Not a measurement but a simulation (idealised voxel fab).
Process module under the name voxel double patterning
The cross-section on display is named cut; it measures 195 nm wide, and its cells are 5 nm squares.
Cross-section format: a grid of square cells, given as bands from top to bottom; each band is one or more rows of cells. Band: top height; bottom height; in nm. Then, left to right: material with width in nm, for each material. "all across": a single material spanning edge to edge. "blank": empty space. It should be noted that heights are counted from 0, beneath which the wafer as supplied is of one material throughout, and that the lowest band possesses no lower boundary but continues downward, as written in "0..down". Width spec "30 to 40" -> top row of cells at first value, bottom row at second value, equal per-row change in between. "nothing got changed" for a step: no cell of the cross-section changed in that step. You'll see "Closed cavity list" listing empty spaces that have no way open to the top, as long as they're 8 cells or more; the notation is width x height at distance, where the distance is from the left edge, and all of it is in nm. On a step's line, text after the settings is the simulator commenting on that step. Each step line may optionally specify "overlay nm", which for a step with a mask gives the rightward distance between the mask's planned place and where it lay, a negative value indicating the leftward direction.
-- The process steps that were planned are listed below
1: op RECEIVE | material Si
2: op CONFORMAL_DEP | material SiN | thk nm 5
3: op DIRECTIONAL_DEP | material SiO2 | thk nm 15
4: op DIRECTIONAL_DEP | material SiCN | thk nm 5
5: op MASKED_ETCH | tone open | mask id FIRST | width nm 15 | pitch nm 50 | etch materials SiCN | depth nm 5 | overlay nm 0
6: op PATTERN | tone open | mask id SECOND | material resist | width nm 15 | pitch nm 50 | thk nm 15 | overlay nm 0
7: op DIRECTIONAL_ETCH | etch materials SiCN | depth nm 5
8: op STRIP | etch materials resist
9: op DIRECTIONAL_ETCH | etch materials SiO2 | depth nm 15
10: op STRIP | etch materials SiCN
-- Concerning the first of two wafers, which was run in accordance with the plan
-- Incoming wafer, cross-sectional view, post step 1
* 0..down  Si all across
* Closed cavity list: none
-- Cross-section: wafer state after step 2
* 5..0  SiN all across
* Lower than 0, everything is as it was.
-- Cross-section: wafer state after step 3
* 20..5  SiO2 all across
* Lower than 5, everything is as it was.
-- Cross-section: wafer state after step 4
* 25..20  SiCN all across
* Lower than 20, everything is as it was.
-- Cross-section: wafer state after step 5
* 25..20  SiCN 40 | blank 15 | SiCN 35 | blank 15 | SiCN 35 | blank 15 | SiCN 40
* Lower than 20, everything is as it was.
-- Cross-section: wafer state after step 6
* 40..25  resist 65 | blank 15 | resist 35 | blank 15 | resist 65
* 25..20  SiCN 40 | resist 15 | SiCN 35 | resist 15 | SiCN 35 | resist 15 | SiCN 40
* Lower than 20, everything is as it was.
-- Cross-section: wafer state after step 7
* 40..25  resist 65 | blank 15 | resist 35 | blank 15 | resist 65
* 25..20  SiCN 40 | resist 15 | SiCN 10 | blank 15 | SiCN 10 | resist 15 | SiCN 10 | blank 15 | SiCN 10 | resist 15 | SiCN 40
* Lower than 20, everything is as it was.
-- Cross-section: wafer state after step 8
* 25..20  SiCN 40 | blank 15 | SiCN 10 | blank 15 | SiCN 10 | blank 15 | SiCN 10 | blank 15 | SiCN 10 | blank 15 | SiCN 40
* Lower than 20, everything is as it was.
-- Cross-section: wafer state after step 9
* 25..20  SiCN 40 | blank 15 | SiCN 10 | blank 15 | SiCN 10 | blank 15 | SiCN 10 | blank 15 | SiCN 10 | blank 15 | SiCN 40
* 20..5  SiO2 40 | blank 15 | SiO2 10 | blank 15 | SiO2 10 | blank 15 | SiO2 10 | blank 15 | SiO2 10 | blank 15 | SiO2 40
* Lower than 5, everything is as it was.
-- Cross-section: wafer state after step 10
* 20..5  SiO2 40 | blank 15 | SiO2 10 | blank 15 | SiO2 10 | blank 15 | SiO2 10 | blank 15 | SiO2 10 | blank 15 | SiO2 40
* Lower than 5, everything is as it was.
-- Here the second wafer is described. Its start and its plan were those of the first wafer. Its run contained one mistake. Up to and including step 2, it did exactly what the first wafer did
-- Second wafer at the planned finish of step 3, seen in cross-section
* 35..5  SiO2 all across
* Lower than 5, everything is as it was.
-- Second wafer at the planned finish of step 4, seen in cross-section
* 40..35  SiCN all across
* Lower than 35, everything is as it was.
-- Second wafer at the planned finish of step 5, seen in cross-section
* 40..35  SiCN 40 | blank 15 | SiCN 35 | blank 15 | SiCN 35 | blank 15 | SiCN 40
* Lower than 35, everything is as it was.
-- Second wafer at the planned finish of step 6, seen in cross-section
* 55..40  resist 65 | blank 15 | resist 35 | blank 15 | resist 65
* 40..35  SiCN 40 | resist 15 | SiCN 35 | resist 15 | SiCN 35 | resist 15 | SiCN 40
* Lower than 35, everything is as it was.
-- Second wafer at the planned finish of step 7, seen in cross-section
* 55..40  resist 65 | blank 15 | resist 35 | blank 15 | resist 65
* 40..35  SiCN 40 | resist 15 | SiCN 10 | blank 15 | SiCN 10 | resist 15 | SiCN 10 | blank 15 | SiCN 10 | resist 15 | SiCN 40
* Lower than 35, everything is as it was.
-- Second wafer at the planned finish of step 8, seen in cross-section
* 40..35  SiCN 40 | blank 15 | SiCN 10 | blank 15 | SiCN 10 | blank 15 | SiCN 10 | blank 15 | SiCN 10 | blank 15 | SiCN 40
* Lower than 35, everything is as it was.
-- Second wafer at the planned finish of step 9, seen in cross-section
* 40..35  SiCN 40 | blank 15 | SiCN 10 | blank 15 | SiCN 10 | blank 15 | SiCN 10 | blank 15 | SiCN 10 | blank 15 | SiCN 40
* 35..20  SiO2 40 | blank 15 | SiO2 10 | blank 15 | SiO2 10 | blank 15 | SiO2 10 | blank 15 | SiO2 10 | blank 15 | SiO2 40
* Lower than 20, everything is as it was.
-- Second wafer at the planned finish of step 10, seen in cross-section
* 35..20  SiO2 40 | blank 15 | SiO2 10 | blank 15 | SiO2 10 | blank 15 | SiO2 10 | blank 15 | SiO2 10 | blank 15 | SiO2 40
* Lower than 20, everything is as it was.
What went wrong in running the wafer? execution of plan step 3 occurred twice
It is noted that, at the conclusion of processing, the second wafer exhibits a higher or lower cell count for certain materials relative to the first: SiO2: 117 more
